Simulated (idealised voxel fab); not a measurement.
The document below concerns the process module designated voxel quadruple lines.
We display cut, a cross-section 165 nm in width whose square cells are each 5 nm.
Throughout this document, each cross-section is represented as a grid of square cells and is presented as a sequence of bands enumerated from the top downward, where a band comprises one or more rows of cells.
Band entry format. Leading values: height of top, height of bottom, nm. Remainder: materials in left-to-right order, each with its width in nm. Special words: "edge to edge" on a single material, which then fills the band edge to edge; "air", empty space.
Height datum 0, below which the as-received substrate wafer is one material. Lowest band open at the bottom, running downward: "0..down".
With a width like "30->40", each row of cells in the band differs from the next by the same amount, the top row carrying the first number and the bottom row the second.
The cross-section has no changed cell in any step marked "all unchanged".
Entry "Sealed voids". Content: empty spaces with no open connection to the top, size 8 cells or greater. Each: width x height at distance. Distance: from left edge. Unit: nm.
Note: text after step settings on the step line = simulator remark on that step.
A step line may carry the setting "overlay nm", which, for steps involving a mask, states the distance by which the mask lay to the right of its intended position; negative values denote displacement to the left.
## Set out below are the planned steps of the process
- 1: op RECEIVE | material Si
- 2: op CONFORMAL_DEP | material SiO2 | thk nm 10
- 3: op DIRECTIONAL_DEP | material Ru | thk nm 10
- 4: op DIRECTIONAL_DEP | material polySi | thk nm 20
- 5: op DIRECTIONAL_DEP | material aC | thk nm 25
- 6: op PATTERN | tone cover | mask id MANDREL | material resist | width nm 25 | thk nm 35 | overlay nm 0
- 7: op DIRECTIONAL_ETCH | etch materials aC | depth nm 25
- 8: op STRIP | etch materials resist
- 9: op CONFORMAL_DEP | material SiO2 | thk nm 15
- 10: op DIRECTIONAL_ETCH | etch materials SiO2 | depth nm 15
- 11: op STRIP | etch materials aC
- 12: op DIRECTIONAL_ETCH | etch materials polySi | depth nm 20
- 13: op STRIP | etch materials SiO2
- 14: op CONFORMAL_DEP | material SiN | thk nm 5
- 15: op DIRECTIONAL_ETCH | etch materials SiN | depth nm 5
- 16: op STRIP | etch materials polySi
- 17: op DIRECTIONAL_ETCH | etch materials Ru | depth nm 10
- 18: op STRIP | etch materials SiN
- 19: op FILL_DEP | material lowk | thk nm 10
- 20: op CMP | height nm 20
## Below: the first of two wafers, run as planned
## Cross-section: wafer on arrival = after step 1
  0..down  Si edge to edge
  Sealed voids: none
## Cross-sectional representation of the wafer at the conclusion of step 2
  10..0  SiO2 edge to edge
  No changes below 0.
## Cross-sectional representation of the wafer at the conclusion of step 3
  20..10  Ru edge to edge
  No changes below 10.
## Cross-sectional representation of the wafer at the conclusion of step 4
  40..20  polySi edge to edge
  No changes below 20.
## Cross-sectional representation of the wafer at the conclusion of step 5
  65..40  aC edge to edge
  No changes below 40.
## Cross-sectional representation of the wafer at the conclusion of step 6
  100..65  air: 70 | resist: 25 | air: 70
  No changes below 65.
## Cross-sectional representation of the wafer at the conclusion of step 7
  75..65  air: 70 | resist: 25 | air: 70
  65..40  air: 70 | aC: 25 | air: 70
  No changes below 40.
## Cross-sectional representation of the wafer at the conclusion of step 8
  65..40  air: 70 | aC: 25 | air: 70
  No changes below 40.
## Cross-sectional representation of the wafer at the conclusion of step 9
  80..65  air: 55 | SiO2: 55 | air: 55
  65..55  air: 55 | SiO2: 15 | aC: 25 | SiO2: 15 | air: 55
  55..40  SiO2: 70 | aC: 25 | SiO2: 70
  No changes below 40.
## Cross-sectional representation of the wafer at the conclusion of step 10
  65..40  air: 55 | SiO2: 15 | aC: 25 | SiO2: 15 | air: 55
  No changes below 40.
## Cross-sectional representation of the wafer at the conclusion of step 11
  65..40  air: 55 | SiO2: 15 | air: 25 | SiO2: 15 | air: 55
  No changes below 40.
## Cross-sectional representation of the wafer at the conclusion of step 12
  65..40  air: 55 | SiO2: 15 | air: 25 | SiO2: 15 | air: 55
  40..20  air: 55 | polySi: 15 | air: 25 | polySi: 15 | air: 55
  No changes below 20.
## Cross-sectional representation of the wafer at the conclusion of step 13
  40..20  air: 55 | polySi: 15 | air: 25 | polySi: 15 | air: 55
  No changes below 20.
## Cross-sectional representation of the wafer at the conclusion of step 14
  45..40  air: 50 | SiN: 25 | air: 15 | SiN: 25 | air: 50
  40..25  air: 50 | SiN: 5 | polySi: 15 | SiN: 5 | air: 15 | SiN: 5 | polySi: 15 | SiN: 5 | air: 50
  25..20  SiN: 55 | polySi: 15 | SiN: 25 | polySi: 15 | SiN: 55
  No changes below 20.
## Cross-sectional representation of the wafer at the conclusion of step 15
  40..20  air: 50 | SiN: 5 | polySi: 15 | SiN: 5 | air: 15 | SiN: 5 | polySi: 15 | SiN: 5 | air: 50
  No changes below 20.
## Cross-sectional representation of the wafer at the conclusion of step 16
  40..20  air: 50 | SiN: 5 | air: 15 | SiN: 5 | air: 15 | SiN: 5 | air: 15 | SiN: 5 | air: 50
  No changes below 20.
## Cross-sectional representation of the wafer at the conclusion of step 17
  40..20  air: 50 | SiN: 5 | air: 15 | SiN: 5 | air: 15 | SiN: 5 | air: 15 | SiN: 5 | air: 50
  20..10  air: 50 | Ru: 5 | air: 15 | Ru: 5 | air: 15 | Ru: 5 | air: 15 | Ru: 5 | air: 50
  No changes below 10.
## Cross-sectional representation of the wafer at the conclusion of step 18
  20..10  air: 50 | Ru: 5 | air: 15 | Ru: 5 | air: 15 | Ru: 5 | air: 15 | Ru: 5 | air: 50
  No changes below 10.
## Cross-sectional representation of the wafer at the conclusion of step 19
  30..20  lowk edge to edge
  20..10  lowk: 50 | Ru: 5 | lowk: 15 | Ru: 5 | lowk: 15 | Ru: 5 | lowk: 15 | Ru: 5 | lowk: 50
  No changes below 10.
## Cross-sectional representation of the wafer at the conclusion of step 20
  20..10  lowk: 50 | Ru: 5 | lowk: 15 | Ru: 5 | lowk: 15 | Ru: 5 | lowk: 15 | Ru: 5 | lowk: 50
  No changes below 10.
## It is to be noted that the second wafer proceeded from the same initial state and according to the same plan as the first, although one mistake was committed in its execution; through step 5, inclusive, the two wafers share an identical history
## Second wafer profile in section, at the moment step 6 of the plan was meant to be complete
  100..65  air: 65 | resist: 25 | air: 75
  No changes below 65.
## Second wafer profile in section, at the moment step 7 of the plan was meant to be complete
  75..65  air: 65 | resist: 25 | air: 75
  65..40  air: 65 | aC: 25 | air: 75
  No changes below 40.
## Second wafer profile in section, at the moment step 8 of the plan was meant to be complete
  65..40  air: 65 | aC: 25 | air: 75
  No changes below 40.
## Second wafer profile in section, at the moment step 9 of the plan was meant to be complete
  80..65  air: 50 | SiO2: 55 | air: 60
  65..55  air: 50 | SiO2: 15 | aC: 25 | SiO2: 15 | air: 60
  55..40  SiO2: 65 | aC: 25 | SiO2: 75
  No changes below 40.
## Second wafer profile in section, at the moment step 10 of the plan was meant to be complete
  65..40  air: 50 | SiO2: 15 | aC: 25 | SiO2: 15 | air: 60
  No changes below 40.
## Second wafer profile in section, at the moment step 11 of the plan was meant to be complete
  65..40  air: 50 | SiO2: 15 | air: 25 | SiO2: 15 | air: 60
  No changes below 40.
## Second wafer profile in section, at the moment step 12 of the plan was meant to be complete
  65..40  air: 50 | SiO2: 15 | air: 25 | SiO2: 15 | air: 60
  40..20  air: 50 | polySi: 15 | air: 25 | polySi: 15 | air: 60
  No changes below 20.
## Second wafer profile in section, at the moment step 13 of the plan was meant to be complete
  40..20  air: 50 | polySi: 15 | air: 25 | polySi: 15 | air: 60
  No changes below 20.
## Second wafer profile in section, at the moment step 14 of the plan was meant to be complete
  45..40  air: 45 | SiN: 25 | air: 15 | SiN: 25 | air: 55
  40..25  air: 45 | SiN: 5 | polySi: 15 | SiN: 5 | air: 15 | SiN: 5 | polySi: 15 | SiN: 5 | air: 55
  25..20  SiN: 50 | polySi: 15 | SiN: 25 | polySi: 15 | SiN: 60
  No changes below 20.
## Second wafer profile in section, at the moment step 15 of the plan was meant to be complete
  40..20  air: 45 | SiN: 5 | polySi: 15 | SiN: 5 | air: 15 | SiN: 5 | polySi: 15 | SiN: 5 | air: 55
  No changes below 20.
## Second wafer profile in section, at the moment step 16 of the plan was meant to be complete
  40..20  air: 45 | SiN: 5 | air: 15 | SiN: 5 | air: 15 | SiN: 5 | air: 15 | SiN: 5 | air: 55
  No changes below 20.
## Second wafer profile in section, at the moment step 17 of the plan was meant to be complete
  40..20  air: 45 | SiN: 5 | air: 15 | SiN: 5 | air: 15 | SiN: 5 | air: 15 | SiN: 5 | air: 55
  20..10  air: 45 | Ru: 5 | air: 15 | Ru: 5 | air: 15 | Ru: 5 | air: 15 | Ru: 5 | air: 55
  No changes below 10.
## Second wafer profile in section, at the moment step 18 of the plan was meant to be complete
  20..10  air: 45 | Ru: 5 | air: 15 | Ru: 5 | air: 15 | Ru: 5 | air: 15 | Ru: 5 | air: 55
  No changes below 10.
## Second wafer profile in section, at the moment step 19 of the plan was meant to be complete
  30..20  lowk edge to edge
  20..10  lowk: 45 | Ru: 5 | lowk: 15 | Ru: 5 | lowk: 15 | Ru: 5 | lowk: 15 | Ru: 5 | lowk: 55
  No changes below 10.
## Second wafer profile in section, at the moment step 20 of the plan was meant to be complete
  20..10  lowk: 45 | Ru: 5 | lowk: 15 | Ru: 5 | lowk: 15 | Ru: 5 | lowk: 15 | Ru: 5 | lowk: 55
  No changes below 10.
Want to know what went wrong? step 6, actual vs plan mismatch, actual run op PATTERN | tone cover | mask id MANDREL | material resist | width nm 25 | thk nm 35 | overlay nm -5
Matching per-material cell counts, mismatched positions: that is how the second wafer compares with the first at the end.
